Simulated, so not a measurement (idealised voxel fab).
Process module heading - voxel capacitor over wiring
In the cross-section labelled cut, the width is 180 nm and each square cell is 5 nm.
Bands, listed from the top down, are how a cross-section gets written in this document; the cross-section itself is a grid of square cells, and a band is one or more rows of them. A band entry consists of two parts. The first gives the height of the band's top and the height of its bottom, in nm. The rest lists the band's materials from left to right, each with its width in nm. A single material labelled with the word "full width" fills the band from edge to edge, and the word "empty" marks empty space. All heights in this document are referenced to 0, defined as the level beneath which the wafer, as received, consists entirely of one material. The lowest band is not bounded below; it extends indefinitely downward and is written in the form "0 -> down". Graded width ("30..40"): value in top row of band = first number; value in bottom row = second number; row-to-row change constant. Step note "no modifications" = no cross-section cell changed. Each empty space that has no open way to the top and spans at least 8 cells appears under "Trapped void list" as width x height at distance, the distance counted from the left edge, all in nm. It should be noted that, on the line of a given step, the content following the step's settings is a remark produced by the simulator itself with respect to that step. A step line may carry the setting "overlay nm", which, for steps involving a mask, states the distance by which the mask lay to the right of its intended position; negative values denote displacement to the left.

# List of planned process steps
1. op RECEIVE | material Si
2. op CONFORMAL_DEP | material SiO2 | thk nm 10
3. op DIRECTIONAL_DEP | material TiN | thk nm 5
4. op DIRECTIONAL_DEP | material W | thk nm 15
5. op PATTERN | tone cover | mask id METAL_1 | material resist | width nm 25 | pitch nm 75 | thk nm 15 | overlay nm 0
6. op DIRECTIONAL_ETCH | etch materials W | depth nm 15
7. op DIRECTIONAL_ETCH | etch materials TiN | depth nm 5
8. op STRIP | etch materials resist
9. op FILL_DEP | material lowk | thk nm 5
10. op CMP | height nm 30
11. op CONFORMAL_DEP | material SiCN | thk nm 5
12. op DIRECTIONAL_DEP | material lowk | thk nm 20
13. op PATTERN | tone open | mask id PLUG_1 | material resist | width nm 15 | thk nm 15 | overlay nm 0
14. op DIRECTIONAL_ETCH | etch materials lowk | depth nm 20
15. op DIRECTIONAL_ETCH | etch materials SiCN | depth nm 5
16. op STRIP | etch materials resist
17. op EPI | material Ru | thk nm 10
18. op EPI | material Ru | thk nm 10
19. op EPI | material Ru | thk nm 5
20. op DIRECTIONAL_DEP | material TiN | thk nm 10
21. op DIRECTIONAL_DEP | material Al2O3 | thk nm 5
22. op DIRECTIONAL_DEP | material TiN | thk nm 5
23. op DIRECTIONAL_DEP | material aC | thk nm 15
24. op PATTERN | tone cover | mask id UPPER_PLATE | material resist | width nm 55 | thk nm 35 | overlay nm 0
25. op DIRECTIONAL_ETCH | etch materials aC | depth nm 15
26. op STRIP | etch materials resist
27. op DIRECTIONAL_ETCH | etch materials TiN | depth nm 5
28. op DIRECTIONAL_ETCH | etch materials Al2O3 | depth nm 5
29. op STRIP | etch materials aC
30. op PATTERN | tone cover | mask id LOWER_PLATE | material resist | width nm 65 | thk nm 20 | overlay nm 0
31. op DIRECTIONAL_ETCH | etch materials TiN | depth nm 10
32. op STRIP | etch materials resist
33. op FILL_DEP | material SiO2 | thk nm 20
34. op CMP | height nm 90
35. op PATTERN | tone open | mask id PLUG_2 | material resist | width nm 15 | thk nm 20 | overlay nm 0
36. op DIRECTIONAL_ETCH | etch materials SiO2 | depth nm 15
37. op STRIP | etch materials resist
38. op CONFORMAL_DEP | material TiN | thk nm 5
39. op FILL_DEP | material W | thk nm 10
40. op CMP | height nm 90
41. op CONFORMAL_DEP | material SiN | thk nm 5

# first wafer, as planned

# As-received wafer cross-section (after step 1)
0 -> down | Si full width
Trapped void list: none

# Step 2 complete: cross-section through the wafer
10 -> 0 | SiO2 full width
Anything lower than 0 is untouched.

# Step 3 complete: cross-section through the wafer
15 -> 10 | TiN full width
Anything lower than 10 is untouched.

# Step 4 complete: cross-section through the wafer
30 -> 15 | W full width
Anything lower than 15 is untouched.

# Step 5 complete: cross-section through the wafer
45 -> 30 | empty: 40 | resist: 25 | empty: 50 | resist: 25 | empty: 40
Anything lower than 30 is untouched.

# Step 6 complete: cross-section through the wafer
45 -> 30 | empty: 40 | resist: 25 | empty: 50 | resist: 25 | empty: 40
30 -> 15 | empty: 40 | W: 25 | empty: 50 | W: 25 | empty: 40
Anything lower than 15 is untouched.

# Step 7 complete: cross-section through the wafer
45 -> 30 | empty: 40 | resist: 25 | empty: 50 | resist: 25 | empty: 40
30 -> 15 | empty: 40 | W: 25 | empty: 50 | W: 25 | empty: 40
15 -> 10 | empty: 40 | TiN: 25 | empty: 50 | TiN: 25 | empty: 40
Anything lower than 10 is untouched.

# Step 8 complete: cross-section through the wafer
30 -> 15 | empty: 40 | W: 25 | empty: 50 | W: 25 | empty: 40
Anything lower than 15 is untouched.

# Step 9 complete: cross-section through the wafer
35 -> 30 | lowk full width
30 -> 15 | lowk: 40 | W: 25 | lowk: 50 | W: 25 | lowk: 40
15 -> 10 | lowk: 40 | TiN: 25 | lowk: 50 | TiN: 25 | lowk: 40
Anything lower than 10 is untouched.

# Step 10 complete: cross-section through the wafer
30 -> 15 | lowk: 40 | W: 25 | lowk: 50 | W: 25 | lowk: 40
Anything lower than 15 is untouched.

# Step 11 complete: cross-section through the wafer
35 -> 30 | SiCN full width
Anything lower than 30 is untouched.

# Step 12 complete: cross-section through the wafer
55 -> 35 | lowk full width
Anything lower than 35 is untouched.

# Step 13 complete: cross-section through the wafer
70 -> 55 | resist: 50 | empty: 15 | resist: 115
Anything lower than 55 is untouched.

# Step 14 complete: cross-section through the wafer
70 -> 55 | resist: 50 | empty: 15 | resist: 115
55 -> 35 | lowk: 50 | empty: 15 | lowk: 115
Anything lower than 35 is untouched.

# Step 15 complete: cross-section through the wafer
70 -> 55 | resist: 50 | empty: 15 | resist: 115
55 -> 35 | lowk: 50 | empty: 15 | lowk: 115
35 -> 30 | SiCN: 50 | empty: 15 | SiCN: 115
Anything lower than 30 is untouched.

# Step 16 complete: cross-section through the wafer
55 -> 35 | lowk: 50 | empty: 15 | lowk: 115
Anything lower than 35 is untouched.

# Step 17 complete: cross-section through the wafer
55 -> 40 | lowk: 50 | empty: 15 | lowk: 115
40 -> 35 | lowk: 50 | Ru: 15 | lowk: 115
35 -> 30 | SiCN: 50 | Ru: 15 | SiCN: 115
Anything lower than 30 is untouched.

# Step 18 complete: cross-section through the wafer
55 -> 50 | lowk: 50 | empty: 15 | lowk: 115
50 -> 35 | lowk: 50 | Ru: 15 | lowk: 115
Anything lower than 35 is untouched.

# Step 19 complete: cross-section through the wafer
55 -> 35 | lowk: 50 | Ru: 15 | lowk: 115
Anything lower than 35 is untouched.

# Step 20 complete: cross-section through the wafer
65 -> 55 | TiN full width
Anything lower than 55 is untouched.

# Step 21 complete: cross-section through the wafer
70 -> 65 | Al2O3 full width
Anything lower than 65 is untouched.

# Step 22 complete: cross-section through the wafer
75 -> 70 | TiN full width
Anything lower than 70 is untouched.

# Step 23 complete: cross-section through the wafer
90 -> 75 | aC full width
Anything lower than 75 is untouched.

# Step 24 complete: cross-section through the wafer
125 -> 90 | empty: 50 | resist: 55 | empty: 75
Anything lower than 90 is untouched.

# Step 25 complete: cross-section through the wafer
110 -> 90 | empty: 50 | resist: 55 | empty: 75
90 -> 75 | empty: 50 | aC: 55 | empty: 75
Anything lower than 75 is untouched.

# Step 26 complete: cross-section through the wafer
90 -> 75 | empty: 50 | aC: 55 | empty: 75
Anything lower than 75 is untouched.

# Step 27 complete: cross-section through the wafer
90 -> 75 | empty: 50 | aC: 55 | empty: 75
75 -> 70 | empty: 50 | TiN: 55 | empty: 75
Anything lower than 70 is untouched.

# Step 28 complete: cross-section through the wafer
90 -> 75 | empty: 50 | aC: 55 | empty: 75
75 -> 70 | empty: 50 | TiN: 55 | empty: 75
70 -> 65 | empty: 50 | Al2O3: 55 | empty: 75
Anything lower than 65 is untouched.

# Step 29 complete: cross-section through the wafer
75 -> 70 | empty: 50 | TiN: 55 | empty: 75
Anything lower than 70 is untouched.

# Step 30 complete: cross-section through the wafer
95 -> 75 | empty: 45 | resist: 65 | empty: 70
75 -> 70 | empty: 45 | resist: 5 | TiN: 55 | resist: 5 | empty: 70
70 -> 65 | empty: 45 | resist: 5 | Al2O3: 55 | resist: 5 | empty: 70
Anything lower than 65 is untouched.

# Step 31 complete: cross-section through the wafer
95 -> 75 | empty: 45 | resist: 65 | empty: 70
75 -> 70 | empty: 45 | resist: 5 | TiN: 55 | resist: 5 | empty: 70
70 -> 65 | empty: 45 | resist: 5 | Al2O3: 55 | resist: 5 | empty: 70
65 -> 55 | empty: 45 | TiN: 65 | empty: 70
Anything lower than 55 is untouched.

# Step 32 complete: cross-section through the wafer
75 -> 70 | empty: 50 | TiN: 55 | empty: 75
70 -> 65 | empty: 50 | Al2O3: 55 | empty: 75
Anything lower than 65 is untouched.

# Step 33 complete: cross-section through the wafer
95 -> 75 | SiO2 full width
75 -> 70 | SiO2: 50 | TiN: 55 | SiO2: 75
70 -> 65 | SiO2: 50 | Al2O3: 55 | SiO2: 75
65 -> 55 | SiO2: 45 | TiN: 65 | SiO2: 70
Anything lower than 55 is untouched.

# Step 34 complete: cross-section through the wafer
90 -> 75 | SiO2 full width
Anything lower than 75 is untouched.

# Step 35 complete: cross-section through the wafer
110 -> 90 | resist: 60 | empty: 15 | resist: 105
Anything lower than 90 is untouched.

# Step 36 complete: cross-section through the wafer
110 -> 90 | resist: 60 | empty: 15 | resist: 105
90 -> 75 | SiO2: 60 | empty: 15 | SiO2: 105
Anything lower than 75 is untouched.

# Step 37 complete: cross-section through the wafer
90 -> 75 | SiO2: 60 | empty: 15 | SiO2: 105
Anything lower than 75 is untouched.

# Step 38 complete: cross-section through the wafer
95 -> 90 | TiN: 65 | empty: 5 | TiN: 110
90 -> 80 | SiO2: 60 | TiN: 5 | empty: 5 | TiN: 5 | SiO2: 105
80 -> 70 | SiO2: 60..50 | TiN: 15..55 | SiO2: 105..75
Anything lower than 70 is untouched.

# Step 39 complete: cross-section through the wafer
105 -> 95 | W full width
95 -> 90 | TiN: 65 | W: 5 | TiN: 110
90 -> 80 | SiO2: 60 | TiN: 5 | W: 5 | TiN: 5 | SiO2: 105
Anything lower than 80 is untouched.

# Step 40 complete: cross-section through the wafer
90 -> 80 | SiO2: 60 | TiN: 5 | W: 5 | TiN: 5 | SiO2: 105
Anything lower than 80 is untouched.

# Step 41 complete: cross-section through the wafer
95 -> 90 | SiN full width
Anything lower than 90 is untouched.

# Here the second wafer is described. Its start and its plan were those of the first wafer. Its run contained one mistake. Up to and including step 29, it did exactly what the first wafer did

# Cross-section, second wafer, at the end time the plan gives for step 30
95 -> 75 | empty: 50 | resist: 60 | empty: 70
75 -> 70 | empty: 50 | TiN: 55 | resist: 5 | empty: 70
70 -> 65 | empty: 50 | Al2O3: 55 | resist: 5 | empty: 70
Anything lower than 65 is untouched.

# Cross-section, second wafer, at the end time the plan gives for step 31
95 -> 75 | empty: 50 | resist: 60 | empty: 70
75 -> 70 | empty: 50 | TiN: 55 | resist: 5 | empty: 70
70 -> 65 | empty: 50 | Al2O3: 55 | resist: 5 | empty: 70
65 -> 55 | empty: 50 | TiN: 60 | empty: 70
Anything lower than 55 is untouched.

# Cross-section, second wafer, at the end time the plan gives for step 32
75 -> 70 | empty: 50 | TiN: 55 | empty: 75
70 -> 65 | empty: 50 | Al2O3: 55 | empty: 75
Anything lower than 65 is untouched.

# Cross-section, second wafer, at the end time the plan gives for step 33
95 -> 75 | SiO2 full width
75 -> 70 | SiO2: 50 | TiN: 55 | SiO2: 75
70 -> 65 | SiO2: 50 | Al2O3: 55 | SiO2: 75
65 -> 55 | SiO2: 50 | TiN: 60 | SiO2: 70
Anything lower than 55 is untouched.

# Cross-section, second wafer, at the end time the plan gives for step 34
90 -> 75 | SiO2 full width
Anything lower than 75 is untouched.

# Cross-section, second wafer, at the end time the plan gives for step 35
110 -> 90 | resist: 60 | empty: 15 | resist: 105
Anything lower than 90 is untouched.

# Cross-section, second wafer, at the end time the plan gives for step 36
110 -> 90 | resist: 60 | empty: 15 | resist: 105
90 -> 75 | SiO2: 60 | empty: 15 | SiO2: 105
Anything lower than 75 is untouched.

# Cross-section, second wafer, at the end time the plan gives for step 37
90 -> 75 | SiO2: 60 | empty: 15 | SiO2: 105
Anything lower than 75 is untouched.

# Cross-section, second wafer, at the end time the plan gives for step 38
95 -> 90 | TiN: 65 | empty: 5 | TiN: 110
90 -> 80 | SiO2: 60 | TiN: 5 | empty: 5 | TiN: 5 | SiO2: 105
80 -> 70 | SiO2: 60..50 | TiN: 15..55 | SiO2: 105..75
Anything lower than 70 is untouched.

# Cross-section, second wafer, at the end time the plan gives for step 39
105 -> 95 | W full width
95 -> 90 | TiN: 65 | W: 5 | TiN: 110
90 -> 80 | SiO2: 60 | TiN: 5 | W: 5 | TiN: 5 | SiO2: 105
Anything lower than 80 is untouched.

# Cross-section, second wafer, at the end time the plan gives for step 40
90 -> 80 | SiO2: 60 | TiN: 5 | W: 5 | TiN: 5 | SiO2: 105
Anything lower than 80 is untouched.

# Cross-section, second wafer, at the end time the plan gives for step 41
95 -> 90 | SiN full width
Anything lower than 90 is untouched.
What went wrong in running the wafer? for step 30, the planned setting was not used; the step was instead run as op PATTERN | tone cover | mask id LOWER_PLATE | material resist | width nm 60 | thk nm 20 | overlay nm 0
Final comparison by cell count, materials where the second wafer has more or fewer than the first: SiO2: 2 more, TiN: 2 fewer
